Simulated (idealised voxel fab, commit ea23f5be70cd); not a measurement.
This section sets out a process module, namely voxel released beams.
140 nm wide, 5 nm square cells: that's cross-section cut.
Cross-section spec: square-cell grid; bands listed top down; each band is one or more rows.
The band entry comprises the height of the band's top followed by the height of its bottom, expressed in nm, and subsequently the band's materials from left to right, each stated together with its width in nm. Where a single material is marked with the word "full width", that material fills the band from edge to edge. The word "empty" represents empty space.
Where do heights start? At 0: under that level the wafer as delivered is made of one material only. And the lowest band has no floor; it just carries on downward, as in "0..down".
You'd read "30->40" like this: the band's top row of cells is as wide as the first number, its bottom row is as wide as the second, and going down, every row changes width by the same amount as the row before did.
When a step is marked "remained the same", none of the cells in the cross-section changed during that step.
Any empty space of 8 cells or more lacking an open way to the top shows up in "Sealed-off cavities" as width x height at distance, distance from the left edge, in nm.
The remark found on a step's line after its settings is issued by the simulator itself and pertains to that step.
overlay nm: right-of-plan distance of the mask on a masked step; negative values mean left-of-plan.

### Listed below are the process steps as planned
1) RECEIVE with material Si
2) CONFORMAL_DEP with material SiN, thk nm 5
3) DIRECTIONAL_DEP with material SiO2, thk nm 10
4) DIRECTIONAL_DEP with material aC, thk nm 15
5) PATTERN with tone open, mask id ANCHOR, material resist, width nm 25, thk nm 30, overlay nm 0
6) DIRECTIONAL_ETCH with etch materials aC, depth nm 15
7) STRIP with etch materials resist
8) DIRECTIONAL_ETCH with etch materials SiO2, depth nm 10
9) STRIP with etch materials aC
10) CONFORMAL_DEP with material W, thk nm 10
11) MASKED_ETCH with tone cover, mask id BEAM, width nm 70, etch materials W, depth nm 10, overlay nm 0
12) STRIP with etch materials SiO2

### Wafer as received: cross-section following step 1
0..down: Si full width
Sealed-off cavities: none

### Run as planned - first of the two wafers cross-sectioned at the end of the module
25..15: 30 nm empty / 15 nm W / 5 nm empty / 50 nm W / 40 nm empty
15..5: 35 nm empty / 25 nm W / 80 nm empty
5..0: SiN full width
0..down: Si full width
Sealed-off cavities: none

### Cross-sectional image of the second wafer of the two following completion of the module. Starting state and process plan were the same as for the first wafer; one execution error occurred
25..15: 30 nm empty / 70 nm W / 40 nm empty
15..10: SiN full width
10..0: SiO2 full width
0..down: Si full width
Sealed-off cavities: none
Error vs. plan: note: step 2 <-> step 3, run order reversed vs plan
Final tally in cells, some materials are higher or lower on the second wafer than on the first: 56 more of SiO2, 8 fewer of W
